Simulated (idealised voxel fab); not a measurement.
Proc. module: voxel wiring stack
Cross-section cut: width 260 nm, square cells of 5 nm.
In what follows, cross-sections appear as grids of square cells, described through bands that run from the top down, where every band is one or more rows of cells.
A band entry consists of two parts. The first gives the height of the band's top and the height of its bottom, in nm. The rest lists the band's materials from left to right, each with its width in nm. A single material labelled with the word "throughout" fills the band from edge to edge, and the word "blank" marks empty space.
All heights in this document are referenced to 0, defined as the level beneath which the wafer, as received, consists entirely of one material. The lowest band is not bounded below; it extends indefinitely downward and is written in the form "0 -> down".
Top row gets the first number, bottom row gets the second, and each row in between changes by the same step: that is how a band width like "30 to 40" works.
A step reported as "all unchanged" is a step in which no cell of the cross-section changed.
Empty spaces counting at least 8 cells and having no open way to the top are listed in "Sealed void listing". The notation width x height at distance is used for each, the distance being from the left edge and all three values in nm.
Read whatever lies past the settings on a step's line as the simulator's own remark about the step.
The setting "overlay nm" may be written on the line of a step. When the step uses a mask, the value reports how far to the right of the planned place the mask lay, and a negative value reports that it lay to the left.

HERE'S WHAT THE PLANNED PROCESS STEPS LOOK LIKE
- 1: RECEIVE: material Si
- 2: CONFORMAL_DEP: material SiO2, thk nm 10
- 3: DIRECTIONAL_DEP: material TiN, thk nm 5
- 4: DIRECTIONAL_DEP: material Ru, thk nm 25
- 5: DIRECTIONAL_DEP: material aC, thk nm 10
- 6: PATTERN: tone cover, mask id METAL_1, material resist, width nm 20, pitch nm 50, thk nm 25, overlay nm 0
- 7: DIRECTIONAL_ETCH: etch materials aC, depth nm 10
- 8: STRIP: etch materials resist
- 9: DIRECTIONAL_ETCH: etch materials Ru, depth nm 25
- 10: DIRECTIONAL_ETCH: etch materials TiN, depth nm 5
- 11: STRIP: etch materials aC
- 12: CONFORMAL_DEP: material SiN, thk nm 5
- 13: FILL_DEP: material lowk, thk nm 10
- 14: CMP: height nm 40
- 15: CONFORMAL_DEP: material SiCN, thk nm 5
- 16: DIRECTIONAL_DEP: material lowk, thk nm 25
- 17: MASKED_ETCH: tone open, mask id METAL_2_HOLES, width nm 15, pitch nm 50, etch materials lowk, depth nm 25, overlay nm 0
- 18: PATTERN: tone open, mask id METAL_2, material resist, width nm 20, pitch nm 50, thk nm 20, overlay nm 0
- 19: DIRECTIONAL_ETCH: etch materials lowk, depth nm 15
- 20: DIRECTIONAL_ETCH: etch materials SiCN, depth nm 5
- 21: STRIP: etch materials resist
- 22: CONFORMAL_DEP: material TiN, thk nm 5
- 23: FILL_DEP: material Ru, thk nm 5
- 24: CMP: height nm 70
- 25: CONFORMAL_DEP: material SiCN, thk nm 5
- 26: DIRECTIONAL_DEP: material lowk, thk nm 35
- 27: PATTERN: tone open, mask id METAL_3, material resist, width nm 20, pitch nm 50, thk nm 20, overlay nm 0
- 28: DIRECTIONAL_ETCH: etch materials lowk, depth nm 20
- 29: STRIP: etch materials resist
- 30: MASKED_ETCH: tone open, mask id METAL_3_HOLES, width nm 15, pitch nm 50, etch materials lowk, depth nm 15, overlay nm 0
- 31: MASKED_ETCH: tone open, mask id METAL_3_HOLES, width nm 15, pitch nm 50, etch materials SiCN, depth nm 5, overlay nm 0
- 32: CONFORMAL_DEP: material TiN, thk nm 5
- 33: FILL_DEP: material Cu, thk nm 5
- 34: CMP: height nm 110
- 35: CONFORMAL_DEP: material SiCN, thk nm 5

FIRST WAFER, AS PLANNED

THIS IS THE CROSS-SECTION OF THE WAFER AS WE RECEIVED IT, I.E. AFTER STEP 1
- 0 -> down  Si throughout
- Sealed void listing: none

PRESENTED HERE IS A CROSS-SECTION OF THE WAFER AFTER STEP 2 HAS BEEN PERFORMED
- 10 -> 0  SiO2 throughout
- Heights below 0 show no change.

PRESENTED HERE IS A CROSS-SECTION OF THE WAFER AFTER STEP 3 HAS BEEN PERFORMED
- 15 -> 10  TiN throughout
- Heights below 10 show no change.

PRESENTED HERE IS A CROSS-SECTION OF THE WAFER AFTER STEP 4 HAS BEEN PERFORMED
- 40 -> 15  Ru throughout
- Heights below 15 show no change.

PRESENTED HERE IS A CROSS-SECTION OF THE WAFER AFTER STEP 5 HAS BEEN PERFORMED
- 50 -> 40  aC throughout
- Heights below 40 show no change.

PRESENTED HERE IS A CROSS-SECTION OF THE WAFER AFTER STEP 6 HAS BEEN PERFORMED
- 75 -> 50  blank=45; resist=20; blank=30; resist=20; blank=30; resist=20; blank=30; resist=20; blank=45
- Heights below 50 show no change.

PRESENTED HERE IS A CROSS-SECTION OF THE WAFER AFTER STEP 7 HAS BEEN PERFORMED
- 65 -> 50  blank=45; resist=20; blank=30; resist=20; blank=30; resist=20; blank=30; resist=20; blank=45
- 50 -> 40  blank=45; aC=20; blank=30; aC=20; blank=30; aC=20; blank=30; aC=20; blank=45
- Heights below 40 show no change.

PRESENTED HERE IS A CROSS-SECTION OF THE WAFER AFTER STEP 8 HAS BEEN PERFORMED
- 50 -> 40  blank=45; aC=20; blank=30; aC=20; blank=30; aC=20; blank=30; aC=20; blank=45
- Heights below 40 show no change.

PRESENTED HERE IS A CROSS-SECTION OF THE WAFER AFTER STEP 9 HAS BEEN PERFORMED
- 50 -> 40  blank=45; aC=20; blank=30; aC=20; blank=30; aC=20; blank=30; aC=20; blank=45
- 40 -> 15  blank=45; Ru=20; blank=30; Ru=20; blank=30; Ru=20; blank=30; Ru=20; blank=45
- Heights below 15 show no change.

PRESENTED HERE IS A CROSS-SECTION OF THE WAFER AFTER STEP 10 HAS BEEN PERFORMED
- 50 -> 40  blank=45; aC=20; blank=30; aC=20; blank=30; aC=20; blank=30; aC=20; blank=45
- 40 -> 15  blank=45; Ru=20; blank=30; Ru=20; blank=30; Ru=20; blank=30; Ru=20; blank=45
- 15 -> 10  blank=45; TiN=20; blank=30; TiN=20; blank=30; TiN=20; blank=30; TiN=20; blank=45
- Heights below 10 show no change.

PRESENTED HERE IS A CROSS-SECTION OF THE WAFER AFTER STEP 11 HAS BEEN PERFORMED
- 40 -> 15  blank=45; Ru=20; blank=30; Ru=20; blank=30; Ru=20; blank=30; Ru=20; blank=45
- Heights below 15 show no change.

PRESENTED HERE IS A CROSS-SECTION OF THE WAFER AFTER STEP 12 HAS BEEN PERFORMED
- 45 -> 40  blank=40; SiN=30; blank=20; SiN=30; blank=20; SiN=30; blank=20; SiN=30; blank=40
- 40 -> 15  blank=40; SiN=5; Ru=20; SiN=5; blank=20; SiN=5; Ru=20; SiN=5; blank=20; SiN=5; Ru=20; SiN=5; blank=20; SiN=5; Ru=20; SiN=5; blank=40
- 15 -> 10  SiN=45; TiN=20; SiN=30; TiN=20; SiN=30; TiN=20; SiN=30; TiN=20; SiN=45
- Heights below 10 show no change.

PRESENTED HERE IS A CROSS-SECTION OF THE WAFER AFTER STEP 13 HAS BEEN PERFORMED
- 55 -> 45  lowk throughout
- 45 -> 40  lowk=40; SiN=30; lowk=20; SiN=30; lowk=20; SiN=30; lowk=20; SiN=30; lowk=40
- 40 -> 15  lowk=40; SiN=5; Ru=20; SiN=5; lowk=20; SiN=5; Ru=20; SiN=5; lowk=20; SiN=5; Ru=20; SiN=5; lowk=20; SiN=5; Ru=20; SiN=5; lowk=40
- Heights below 15 show no change.

PRESENTED HERE IS A CROSS-SECTION OF THE WAFER AFTER STEP 14 HAS BEEN PERFORMED
- 40 -> 15  lowk=40; SiN=5; Ru=20; SiN=5; lowk=20; SiN=5; Ru=20; SiN=5; lowk=20; SiN=5; Ru=20; SiN=5; lowk=20; SiN=5; Ru=20; SiN=5; lowk=40
- Heights below 15 show no change.

PRESENTED HERE IS A CROSS-SECTION OF THE WAFER AFTER STEP 15 HAS BEEN PERFORMED
- 45 -> 40  SiCN throughout
- Heights below 40 show no change.

PRESENTED HERE IS A CROSS-SECTION OF THE WAFER AFTER STEP 16 HAS BEEN PERFORMED
- 70 -> 45  lowk throughout
- Heights below 45 show no change.

PRESENTED HERE IS A CROSS-SECTION OF THE WAFER AFTER STEP 17 HAS BEEN PERFORMED
- 70 -> 45  lowk=45; blank=15; lowk=35; blank=15; lowk=35; blank=15; lowk=35; blank=15; lowk=50
- Heights below 45 show no change.

PRESENTED HERE IS A CROSS-SECTION OF THE WAFER AFTER STEP 18 HAS BEEN PERFORMED
- 90 -> 70  resist=45; blank=20; resist=30; blank=20; resist=30; blank=20; resist=30; blank=20; resist=45
- Heights below 70 show no change.

PRESENTED HERE IS A CROSS-SECTION OF THE WAFER AFTER STEP 19 HAS BEEN PERFORMED
- 90 -> 70  resist=45; blank=20; resist=30; blank=20; resist=30; blank=20; resist=30; blank=20; resist=45
- 70 -> 55  lowk=45; blank=20; lowk=30; blank=20; lowk=30; blank=20; lowk=30; blank=20; lowk=45
- Heights below 55 show no change.

PRESENTED HERE IS A CROSS-SECTION OF THE WAFER AFTER STEP 20 HAS BEEN PERFORMED
- 90 -> 70  resist=45; blank=20; resist=30; blank=20; resist=30; blank=20; resist=30; blank=20; resist=45
- 70 -> 55  lowk=45; blank=20; lowk=30; blank=20; lowk=30; blank=20; lowk=30; blank=20; lowk=45
- 55 -> 45  lowk=45; blank=15; lowk=35; blank=15; lowk=35; blank=15; lowk=35; blank=15; lowk=50
- 45 -> 40  SiCN=45; blank=15; SiCN=35; blank=15; SiCN=35; blank=15; SiCN=35; blank=15; SiCN=50
- Heights below 40 show no change.

PRESENTED HERE IS A CROSS-SECTION OF THE WAFER AFTER STEP 21 HAS BEEN PERFORMED
- 70 -> 55  lowk=45; blank=20; lowk=30; blank=20; lowk=30; blank=20; lowk=30; blank=20; lowk=45
- Heights below 55 show no change.

PRESENTED HERE IS A CROSS-SECTION OF THE WAFER AFTER STEP 22 HAS BEEN PERFORMED
- 75 -> 70  TiN=50; blank=10; TiN=40; blank=10; TiN=40; blank=10; TiN=40; blank=10; TiN=50
- 70 -> 60  lowk=45; TiN=5; blank=10; TiN=5; lowk=30; TiN=5; blank=10; TiN=5; lowk=30; TiN=5; blank=10; TiN=5; lowk=30; TiN=5; blank=10; TiN=5; lowk=45
- 60 -> 55  lowk=45; TiN=5; blank=5; TiN=10; lowk=30; TiN=5; blank=5; TiN=10; lowk=30; TiN=5; blank=5; TiN=10; lowk=30; TiN=5; blank=5; TiN=10; lowk=45
- 55 -> 45  lowk=45; TiN=5; blank=5; TiN=5; lowk=35; TiN=5; blank=5; TiN=5; lowk=35; TiN=5; blank=5; TiN=5; lowk=35; TiN=5; blank=5; TiN=5; lowk=50
- 45 -> 40  SiCN=45; TiN=15; SiCN=35; TiN=15; SiCN=35; TiN=15; SiCN=35; TiN=15; SiCN=50
- Heights below 40 show no change.

PRESENTED HERE IS A CROSS-SECTION OF THE WAFER AFTER STEP 23 HAS BEEN PERFORMED
- 80 -> 75  Ru throughout
- 75 -> 70  TiN=50; Ru=10; TiN=40; Ru=10; TiN=40; Ru=10; TiN=40; Ru=10; TiN=50
- 70 -> 60  lowk=45; TiN=5; Ru=10; TiN=5; lowk=30; TiN=5; Ru=10; TiN=5; lowk=30; TiN=5; Ru=10; TiN=5; lowk=30; TiN=5; Ru=10; TiN=5; lowk=45
- 60 -> 55  lowk=45; TiN=5; Ru=5; TiN=10; lowk=30; TiN=5; Ru=5; TiN=10; lowk=30; TiN=5; Ru=5; TiN=10; lowk=30; TiN=5; Ru=5; TiN=10; lowk=45
- 55 -> 45  lowk=45; TiN=5; Ru=5; TiN=5; lowk=35; TiN=5; Ru=5; TiN=5; lowk=35; TiN=5; Ru=5; TiN=5; lowk=35; TiN=5; Ru=5; TiN=5; lowk=50
- Heights below 45 show no change.

PRESENTED HERE IS A CROSS-SECTION OF THE WAFER AFTER STEP 24 HAS BEEN PERFORMED
- 70 -> 60  lowk=45; TiN=5; Ru=10; TiN=5; lowk=30; TiN=5; Ru=10; TiN=5; lowk=30; TiN=5; Ru=10; TiN=5; lowk=30; TiN=5; Ru=10; TiN=5; lowk=45
- Heights below 60 show no change.

PRESENTED HERE IS A CROSS-SECTION OF THE WAFER AFTER STEP 25 HAS BEEN PERFORMED
- 75 -> 70  SiCN throughout
- Heights below 70 show no change.

PRESENTED HERE IS A CROSS-SECTION OF THE WAFER AFTER STEP 26 HAS BEEN PERFORMED
- 110 -> 75  lowk throughout
- Heights below 75 show no change.

PRESENTED HERE IS A CROSS-SECTION OF THE WAFER AFTER STEP 27 HAS BEEN PERFORMED
- 130 -> 110  resist=45; blank=20; resist=30; blank=20; resist=30; blank=20; resist=30; blank=20; resist=45
- Heights below 110 show no change.

PRESENTED HERE IS A CROSS-SECTION OF THE WAFER AFTER STEP 28 HAS BEEN PERFORMED
- 130 -> 110  resist=45; blank=20; resist=30; blank=20; resist=30; blank=20; resist=30; blank=20; resist=45
- 110 -> 90  lowk=45; blank=20; lowk=30; blank=20; lowk=30; blank=20; lowk=30; blank=20; lowk=45
- Heights below 90 show no change.

PRESENTED HERE IS A CROSS-SECTION OF THE WAFER AFTER STEP 29 HAS BEEN PERFORMED
- 110 -> 90  lowk=45; blank=20; lowk=30; blank=20; lowk=30; blank=20; lowk=30; blank=20; lowk=45
- Heights below 90 show no change.

PRESENTED HERE IS A CROSS-SECTION OF THE WAFER AFTER STEP 30 HAS BEEN PERFORMED
- 110 -> 90  lowk=45; blank=20; lowk=30; blank=20; lowk=30; blank=20; lowk=30; blank=20; lowk=45
- 90 -> 75  lowk=45; blank=15; lowk=35; blank=15; lowk=35; blank=15; lowk=35; blank=15; lowk=50
- Heights below 75 show no change.

PRESENTED HERE IS A CROSS-SECTION OF THE WAFER AFTER STEP 31 HAS BEEN PERFORMED
- 110 -> 90  lowk=45; blank=20; lowk=30; blank=20; lowk=30; blank=20; lowk=30; blank=20; lowk=45
- 90 -> 75  lowk=45; blank=15; lowk=35; blank=15; lowk=35; blank=15; lowk=35; blank=15; lowk=50
- 75 -> 70  SiCN=45; blank=15; SiCN=35; blank=15; SiCN=35; blank=15; SiCN=35; blank=15; SiCN=50
- Heights below 70 show no change.

PRESENTED HERE IS A CROSS-SECTION OF THE WAFER AFTER STEP 32 HAS BEEN PERFORMED
- 115 -> 110  TiN=50; blank=10; TiN=40; blank=10; TiN=40; blank=10; TiN=40; blank=10; TiN=50
- 110 -> 95  lowk=45; TiN=5; blank=10; TiN=5; lowk=30; TiN=5; blank=10; TiN=5; lowk=30; TiN=5; blank=10; TiN=5; lowk=30; TiN=5; blank=10; TiN=5; lowk=45
- 95 -> 90  lowk=45; TiN=5; blank=5; TiN=10; lowk=30; TiN=5; blank=5; TiN=10; lowk=30; TiN=5; blank=5; TiN=10; lowk=30; TiN=5; blank=5; TiN=10; lowk=45
- 90 -> 75  lowk=45; TiN=5; blank=5; TiN=5; lowk=35; TiN=5; blank=5; TiN=5; lowk=35; TiN=5; blank=5; TiN=5; lowk=35; TiN=5; blank=5; TiN=5; lowk=50
- 75 -> 70  SiCN=45; TiN=15; SiCN=35; TiN=15; SiCN=35; TiN=15; SiCN=35; TiN=15; SiCN=50
- Heights below 70 show no change.

PRESENTED HERE IS A CROSS-SECTION OF THE WAFER AFTER STEP 33 HAS BEEN PERFORMED
- 120 -> 115  Cu throughout
- 115 -> 110  TiN=50; Cu=10; TiN=40; Cu=10; TiN=40; Cu=10; TiN=40; Cu=10; TiN=50
- 110 -> 95  lowk=45; TiN=5; Cu=10; TiN=5; lowk=30; TiN=5; Cu=10; TiN=5; lowk=30; TiN=5; Cu=10; TiN=5; lowk=30; TiN=5; Cu=10; TiN=5; lowk=45
- 95 -> 90  lowk=45; TiN=5; Cu=5; TiN=10; lowk=30; TiN=5; Cu=5; TiN=10; lowk=30; TiN=5; Cu=5; TiN=10; lowk=30; TiN=5; Cu=5; TiN=10; lowk=45
- 90 -> 75  lowk=45; TiN=5; Cu=5; TiN=5; lowk=35; TiN=5; Cu=5; TiN=5; lowk=35; TiN=5; Cu=5; TiN=5; lowk=35; TiN=5; Cu=5; TiN=5; lowk=50
- Heights below 75 show no change.

PRESENTED HERE IS A CROSS-SECTION OF THE WAFER AFTER STEP 34 HAS BEEN PERFORMED
- 110 -> 95  lowk=45; TiN=5; Cu=10; TiN=5; lowk=30; TiN=5; Cu=10; TiN=5; lowk=30; TiN=5; Cu=10; TiN=5; lowk=30; TiN=5; Cu=10; TiN=5; lowk=45
- Heights below 95 show no change.

PRESENTED HERE IS A CROSS-SECTION OF THE WAFER AFTER STEP 35 HAS BEEN PERFORMED
- 115 -> 110  SiCN throughout
- Heights below 110 show no change.

WAFER TWO: LIKE WAFER ONE IN START AND PLAN, BUT WITH ONE MISTAKE IN EXECUTION; IDENTICAL UP TO AND INCLUDING STEP 14

SECOND WAFER, CROSS-SECTION, PLANNED END OF STEP 15
- 45 -> 40  SiO2 throughout
- Heights below 40 show no change.

SECOND WAFER, CROSS-SECTION, PLANNED END OF STEP 16
- 70 -> 45  lowk throughout
- Heights below 45 show no change.

SECOND WAFER, CROSS-SECTION, PLANNED END OF STEP 17
- 70 -> 45  lowk=45; blank=15; lowk=35; blank=15; lowk=35; blank=15; lowk=35; blank=15; lowk=50
- Heights below 45 show no change.

SECOND WAFER, CROSS-SECTION, PLANNED END OF STEP 18
- 90 -> 70  resist=45; blank=20; resist=30; blank=20; resist=30; blank=20; resist=30; blank=20; resist=45
- Heights below 70 show no change.

SECOND WAFER, CROSS-SECTION, PLANNED END OF STEP 19
- 90 -> 70  resist=45; blank=20; resist=30; blank=20; resist=30; blank=20; resist=30; blank=20; resist=45
- 70 -> 55  lowk=45; blank=20; lowk=30; blank=20; lowk=30; blank=20; lowk=30; blank=20; lowk=45
- Heights below 55 show no change.

Second wafer, cross-section, planned end of step 20: all unchanged

SECOND WAFER, CROSS-SECTION, PLANNED END OF STEP 21
- 70 -> 55  lowk=45; blank=20; lowk=30; blank=20; lowk=30; blank=20; lowk=30; blank=20; lowk=45
- Heights below 55 show no change.

SECOND WAFER, CROSS-SECTION, PLANNED END OF STEP 22
- 75 -> 70  TiN=50; blank=10; TiN=40; blank=10; TiN=40; blank=10; TiN=40; blank=10; TiN=50
- 70 -> 60  lowk=45; TiN=5; blank=10; TiN=5; lowk=30; TiN=5; blank=10; TiN=5; lowk=30; TiN=5; blank=10; TiN=5; lowk=30; TiN=5; blank=10; TiN=5; lowk=45
- 60 -> 50  lowk=45; TiN=5; blank=5; TiN=10 to 5; lowk=30 to 35; TiN=5; blank=5; TiN=10 to 5; lowk=30 to 35; TiN=5; blank=5; TiN=10 to 5; lowk=30 to 35; TiN=5; blank=5; TiN=10 to 5; lowk=45 to 50
- 50 -> 45  lowk=45; TiN=15; lowk=35; TiN=15; lowk=35; TiN=15; lowk=35; TiN=15; lowk=50
- Heights below 45 show no change.

SECOND WAFER, CROSS-SECTION, PLANNED END OF STEP 23
- 80 -> 75  Ru throughout
- 75 -> 70  TiN=50; Ru=10; TiN=40; Ru=10; TiN=40; Ru=10; TiN=40; Ru=10; TiN=50
- 70 -> 60  lowk=45; TiN=5; Ru=10; TiN=5; lowk=30; TiN=5; Ru=10; TiN=5; lowk=30; TiN=5; Ru=10; TiN=5; lowk=30; TiN=5; Ru=10; TiN=5; lowk=45
- 60 -> 50  lowk=45; TiN=5; Ru=5; TiN=10 to 5; lowk=30 to 35; TiN=5; Ru=5; TiN=10 to 5; lowk=30 to 35; TiN=5; Ru=5; TiN=10 to 5; lowk=30 to 35; TiN=5; Ru=5; TiN=10 to 5; lowk=45 to 50
- Heights below 50 show no change.

SECOND WAFER, CROSS-SECTION, PLANNED END OF STEP 24
- 70 -> 60  lowk=45; TiN=5; Ru=10; TiN=5; lowk=30; TiN=5; Ru=10; TiN=5; lowk=30; TiN=5; Ru=10; TiN=5; lowk=30; TiN=5; Ru=10; TiN=5; lowk=45
- Heights below 60 show no change.

SECOND WAFER, CROSS-SECTION, PLANNED END OF STEP 25
- 75 -> 70  SiCN throughout
- Heights below 70 show no change.

SECOND WAFER, CROSS-SECTION, PLANNED END OF STEP 26
- 110 -> 75  lowk throughout
- Heights below 75 show no change.

SECOND WAFER, CROSS-SECTION, PLANNED END OF STEP 27
- 130 -> 110  resist=45; blank=20; resist=30; blank=20; resist=30; blank=20; resist=30; blank=20; resist=45
- Heights below 110 show no change.

SECOND WAFER, CROSS-SECTION, PLANNED END OF STEP 28
- 130 -> 110  resist=45; blank=20; resist=30; blank=20; resist=30; blank=20; resist=30; blank=20; resist=45
- 110 -> 90  lowk=45; blank=20; lowk=30; blank=20; lowk=30; blank=20; lowk=30; blank=20; lowk=45
- Heights below 90 show no change.

SECOND WAFER, CROSS-SECTION, PLANNED END OF STEP 29
- 110 -> 90  lowk=45; blank=20; lowk=30; blank=20; lowk=30; blank=20; lowk=30; blank=20; lowk=45
- Heights below 90 show no change.

SECOND WAFER, CROSS-SECTION, PLANNED END OF STEP 30
- 110 -> 90  lowk=45; blank=20; lowk=30; blank=20; lowk=30; blank=20; lowk=30; blank=20; lowk=45
- 90 -> 75  lowk=45; blank=15; lowk=35; blank=15; lowk=35; blank=15; lowk=35; blank=15; lowk=50
- Heights below 75 show no change.

SECOND WAFER, CROSS-SECTION, PLANNED END OF STEP 31
- 110 -> 90  lowk=45; blank=20; lowk=30; blank=20; lowk=30; blank=20; lowk=30; blank=20; lowk=45
- 90 -> 75  lowk=45; blank=15; lowk=35; blank=15; lowk=35; blank=15; lowk=35; blank=15; lowk=50
- 75 -> 70  SiCN=45; blank=15; SiCN=35; blank=15; SiCN=35; blank=15; SiCN=35; blank=15; SiCN=50
- Heights below 70 show no change.

SECOND WAFER, CROSS-SECTION, PLANNED END OF STEP 32
- 115 -> 110  TiN=50; blank=10; TiN=40; blank=10; TiN=40; blank=10; TiN=40; blank=10; TiN=50
- 110 -> 95  lowk=45; TiN=5; blank=10; TiN=5; lowk=30; TiN=5; blank=10; TiN=5; lowk=30; TiN=5; blank=10; TiN=5; lowk=30; TiN=5; blank=10; TiN=5; lowk=45
- 95 -> 90  lowk=45; TiN=5; blank=5; TiN=10; lowk=30; TiN=5; blank=5; TiN=10; lowk=30; TiN=5; blank=5; TiN=10; lowk=30; TiN=5; blank=5; TiN=10; lowk=45
- 90 -> 75  lowk=45; TiN=5; blank=5; TiN=5; lowk=35; TiN=5; blank=5; TiN=5; lowk=35; TiN=5; blank=5; TiN=5; lowk=35; TiN=5; blank=5; TiN=5; lowk=50
- 75 -> 70  SiCN=45; TiN=15; SiCN=35; TiN=15; SiCN=35; TiN=15; SiCN=35; TiN=15; SiCN=50
- Heights below 70 show no change.

SECOND WAFER, CROSS-SECTION, PLANNED END OF STEP 33
- 120 -> 115  Cu throughout
- 115 -> 110  TiN=50; Cu=10; TiN=40; Cu=10; TiN=40; Cu=10; TiN=40; Cu=10; TiN=50
- 110 -> 95  lowk=45; TiN=5; Cu=10; TiN=5; lowk=30; TiN=5; Cu=10; TiN=5; lowk=30; TiN=5; Cu=10; TiN=5; lowk=30; TiN=5; Cu=10; TiN=5; lowk=45
- 95 -> 90  lowk=45; TiN=5; Cu=5; TiN=10; lowk=30; TiN=5; Cu=5; TiN=10; lowk=30; TiN=5; Cu=5; TiN=10; lowk=30; TiN=5; Cu=5; TiN=10; lowk=45
- 90 -> 75  lowk=45; TiN=5; Cu=5; TiN=5; lowk=35; TiN=5; Cu=5; TiN=5; lowk=35; TiN=5; Cu=5; TiN=5; lowk=35; TiN=5; Cu=5; TiN=5; lowk=50
- Heights below 75 show no change.

SECOND WAFER, CROSS-SECTION, PLANNED END OF STEP 34
- 110 -> 95  lowk=45; TiN=5; Cu=10; TiN=5; lowk=30; TiN=5; Cu=10; TiN=5; lowk=30; TiN=5; Cu=10; TiN=5; lowk=30; TiN=5; Cu=10; TiN=5; lowk=45
- Heights below 95 show no change.

SECOND WAFER, CROSS-SECTION, PLANNED END OF STEP 35
- 115 -> 110  SiCN throughout
- Heights below 110 show no change.
Diagnosis: step 15 off recipe, ran as CONFORMAL_DEP: material SiO2, thk nm 5
The second wafer ends with more or fewer cells of some materials than the first, per final count: -4 Ru | -40 SiCN | +52 SiO2 | -8 TiN
